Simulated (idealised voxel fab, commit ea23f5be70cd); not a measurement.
The following is a process module called voxel self aligned vias.
FYI the section here is cut, 165 nm wide, cells are 5 nm squares.
Throughout this document, each cross-section is represented as a grid of square cells and is presented as a sequence of bands enumerated from the top downward, where a band comprises one or more rows of cells.
This entry defines a band. It first specifies the height of the band's top and the height of its bottom in nm, and then specifies the band's materials from left to right, stating each material with its width in nm. The word "edge to edge" identifies a single material that fills the band from edge to edge, while the word "air" identifies empty space.
Basically, 0 is our baseline, since under it the wafer straight out of the box is all one material. The bottom band has no lower end and keeps on going down, so it looks like "top 0, no bottom".
The width entry "30 to 40" should be interpreted row by row: the top row of cells in the band takes the first number, the bottom row takes the second number, and the change between adjacent rows is uniform throughout.
Where a step carries "everything unchanged", the cross-section came out of it unchanged, cell for cell.
Reported under the label "Cavities, sealed" are the empty spaces having no open way to the top and comprising 8 cells or more; the notation for each is width x height at distance, in which the distance is measured from the left edge and all three values are in nm.
That trailing text on a step's line, after the settings, is the simulator's own remark on the step.
The optional step-line setting "overlay nm" applies to steps with a mask and quantifies how far to the right of its planned location the mask lay, a negative value indicating leftward placement.

## Steps planned for the process
| 1 | RECEIVE | material Si |
| 2 | CONFORMAL_DEP | material SiO2 | thk nm 15 |
| 3 | CONFORMAL_DEP | material SiCN | thk nm 5 |
| 4 | DIRECTIONAL_DEP | material SiO2 | thk nm 30 |
| 5 | PATTERN | tone open | mask id LINES | material resist | width nm 25 | pitch nm 75 | thk nm 20 | overlay nm 0 |
| 6 | DIRECTIONAL_ETCH | etch materials SiO2 | depth nm 30 |
| 7 | STRIP | etch materials resist |
| 8 | CONFORMAL_DEP | material TiN | thk nm 5 |
| 9 | FILL_DEP | material Ru | thk nm 5 |
| 10 | CMP | height nm 50 |
| 11 | SELECTIVE_ETCH | etch materials W Ru TiN | depth nm 5 |
| 12 | FILL_DEP | material SiN | thk nm 5 |
| 13 | CMP | height nm 50 |
| 14 | DIRECTIONAL_DEP | material SiO2 | thk nm 20 |
| 15 | PATTERN | tone open | mask id VIAS | material resist | width nm 45 | pitch nm 75 | thk nm 20 | overlay nm 0 |
| 16 | DIRECTIONAL_ETCH | etch materials SiO2 | depth nm 20 |
| 17 | DIRECTIONAL_ETCH | etch materials SiN | depth nm 5 |
| 18 | STRIP | etch materials resist |
| 19 | CONFORMAL_DEP | material TiN | thk nm 5 |
| 20 | FILL_DEP | material Cu | thk nm 10 |
| 21 | CMP | height nm 70 |
| 22 | CONFORMAL_DEP | material SiN | thk nm 5 |

## What follows covers the first of two wafers; it ran as planned

## Cross-section of the wafer as it came to us, i.e., already through step 1
top 0, no bottom  Si edge to edge
Cavities, sealed: none

## So this is the wafer cross-section right after step 2
top 15, bottom 0  SiO2 edge to edge
Under 0: no change, same as before.

## So this is the wafer cross-section right after step 3
top 20, bottom 15  SiCN edge to edge
Under 15: no change, same as before.

## So this is the wafer cross-section right after step 4
top 50, bottom 20  SiO2 edge to edge
Under 20: no change, same as before.

## So this is the wafer cross-section right after step 5
top 70, bottom 50  30 of resist  25 of air  50 of resist  25 of air  35 of resist
Under 50: no change, same as before.

## So this is the wafer cross-section right after step 6
top 70, bottom 50  30 of resist  25 of air  50 of resist  25 of air  35 of resist
top 50, bottom 20  30 of SiO2  25 of air  50 of SiO2  25 of air  35 of SiO2
Under 20: no change, same as before.

## So this is the wafer cross-section right after step 7
top 50, bottom 20  30 of SiO2  25 of air  50 of SiO2  25 of air  35 of SiO2
Under 20: no change, same as before.

## So this is the wafer cross-section right after step 8
top 55, bottom 50  35 of TiN  15 of air  60 of TiN  15 of air  40 of TiN
top 50, bottom 25  30 of SiO2  5 of TiN  15 of air  5 of TiN  50 of SiO2  5 of TiN  15 of air  5 of TiN  35 of SiO2
top 25, bottom 20  30 of SiO2  25 of TiN  50 of SiO2  25 of TiN  35 of SiO2
Under 20: no change, same as before.

## So this is the wafer cross-section right after step 9
top 60, bottom 55  Ru edge to edge
top 55, bottom 50  35 of TiN  15 of Ru  60 of TiN  15 of Ru  40 of TiN
top 50, bottom 25  30 of SiO2  5 of TiN  15 of Ru  5 of TiN  50 of SiO2  5 of TiN  15 of Ru  5 of TiN  35 of SiO2
Under 25: no change, same as before.

## So this is the wafer cross-section right after step 10
top 50, bottom 25  30 of SiO2  5 of TiN  15 of Ru  5 of TiN  50 of SiO2  5 of TiN  15 of Ru  5 of TiN  35 of SiO2
Under 25: no change, same as before.

## So this is the wafer cross-section right after step 11
top 50, bottom 45  30 of SiO2  25 of air  50 of SiO2  25 of air  35 of SiO2
Under 45: no change, same as before.

## So this is the wafer cross-section right after step 12
top 55, bottom 50  SiN edge to edge
top 50, bottom 45  30 of SiO2  25 of SiN  50 of SiO2  25 of SiN  35 of SiO2
Under 45: no change, same as before.

## So this is the wafer cross-section right after step 13
top 50, bottom 45  30 of SiO2  25 of SiN  50 of SiO2  25 of SiN  35 of SiO2
Under 45: no change, same as before.

## So this is the wafer cross-section right after step 14
top 70, bottom 50  SiO2 edge to edge
Under 50: no change, same as before.

## So this is the wafer cross-section right after step 15
top 90, bottom 70  20 of resist  45 of air  30 of resist  45 of air  25 of resist
Under 70: no change, same as before.

## So this is the wafer cross-section right after step 16
top 90, bottom 70  20 of resist  45 of air  30 of resist  45 of air  25 of resist
top 70, bottom 50  20 of SiO2  45 of air  30 of SiO2  45 of air  25 of SiO2
Under 50: no change, same as before.

## So this is the wafer cross-section right after step 17
top 90, bottom 70  20 of resist  45 of air  30 of resist  45 of air  25 of resist
top 70, bottom 50  20 of SiO2  45 of air  30 of SiO2  45 of air  25 of SiO2
top 50, bottom 45  30 of SiO2  25 of air  50 of SiO2  25 of air  35 of SiO2
Under 45: no change, same as before.

## So this is the wafer cross-section right after step 18
top 70, bottom 50  20 of SiO2  45 of air  30 of SiO2  45 of air  25 of SiO2
Under 50: no change, same as before.

## So this is the wafer cross-section right after step 19
top 75, bottom 70  25 of TiN  35 of air  40 of TiN  35 of air  30 of TiN
top 70, bottom 55  20 of SiO2  5 of TiN  35 of air  5 of TiN  30 of SiO2  5 of TiN  35 of air  5 of TiN  25 of SiO2
top 55, bottom 50  20 of SiO2  15 of TiN  15 of air  15 of TiN  30 of SiO2  15 of TiN  15 of air  15 of TiN  25 of SiO2
top 50, bottom 45  30 of SiO2  25 of TiN  50 of SiO2  25 of TiN  35 of SiO2
Under 45: no change, same as before.

## So this is the wafer cross-section right after step 20
top 85, bottom 75  Cu edge to edge
top 75, bottom 70  25 of TiN  35 of Cu  40 of TiN  35 of Cu  30 of TiN
top 70, bottom 55  20 of SiO2  5 of TiN  35 of Cu  5 of TiN  30 of SiO2  5 of TiN  35 of Cu  5 of TiN  25 of SiO2
top 55, bottom 50  20 of SiO2  15 of TiN  15 of Cu  15 of TiN  30 of SiO2  15 of TiN  15 of Cu  15 of TiN  25 of SiO2
Under 50: no change, same as before.

## So this is the wafer cross-section right after step 21
top 70, bottom 55  20 of SiO2  5 of TiN  35 of Cu  5 of TiN  30 of SiO2  5 of TiN  35 of Cu  5 of TiN  25 of SiO2
Under 55: no change, same as before.

## So this is the wafer cross-section right after step 22
top 75, bottom 70  SiN edge to edge
Under 70: no change, same as before.

## second wafer: like start, like plan, one mistake. Through step 14 it matches the first wafer

## Second wafer: cross-section at the scheduled end of step 15
top 90, bottom 70  20 of air  45 of resist  30 of air  45 of resist  25 of air
Under 70: no change, same as before.

## Second wafer: cross-section at the scheduled end of step 16
top 90, bottom 70  20 of air  45 of resist  30 of air  45 of resist  25 of air
top 70, bottom 50  20 of air  45 of SiO2  30 of air  45 of SiO2  25 of air
Under 50: no change, same as before.

Second wafer: cross-section at the scheduled end of step 17: everything unchanged

## Second wafer: cross-section at the scheduled end of step 18
top 70, bottom 50  20 of air  45 of SiO2  30 of air  45 of SiO2  25 of air
Under 50: no change, same as before.

## Second wafer: cross-section at the scheduled end of step 19
top 75, bottom 70  15 of air  55 of TiN  20 of air  55 of TiN  20 of air
top 70, bottom 55  15 of air  5 of TiN  45 of SiO2  5 of TiN  20 of air  5 of TiN  45 of SiO2  5 of TiN  20 of air
top 55, bottom 50  20 of TiN  45 of SiO2  30 of TiN  45 of SiO2  25 of TiN
Under 50: no change, same as before.

## Second wafer: cross-section at the scheduled end of step 20
top 85, bottom 75  Cu edge to edge
top 75, bottom 70  15 of Cu  55 of TiN  20 of Cu  55 of TiN  20 of Cu
top 70, bottom 55  15 of Cu  5 of TiN  45 of SiO2  5 of TiN  20 of Cu  5 of TiN  45 of SiO2  5 of TiN  20 of Cu
Under 55: no change, same as before.

## Second wafer: cross-section at the scheduled end of step 21
top 70, bottom 55  15 of Cu  5 of TiN  45 of SiO2  5 of TiN  20 of Cu  5 of TiN  45 of SiO2  5 of TiN  20 of Cu
Under 55: no change, same as before.

## Second wafer: cross-section at the scheduled end of step 22
top 75, bottom 70  SiN edge to edge
Under 70: no change, same as before.
What went wrong in running the wafer? step 15 did not use the planned setting and instead ran as PATTERN | tone cover | mask id VIAS | material resist | width nm 45 | pitch nm 75 | thk nm 20 | overlay nm 0
End of process, cell counts, second wafer against first, materials with more or fewer: Cu -15 | SiN +10 | SiO2 +12 | TiN -7
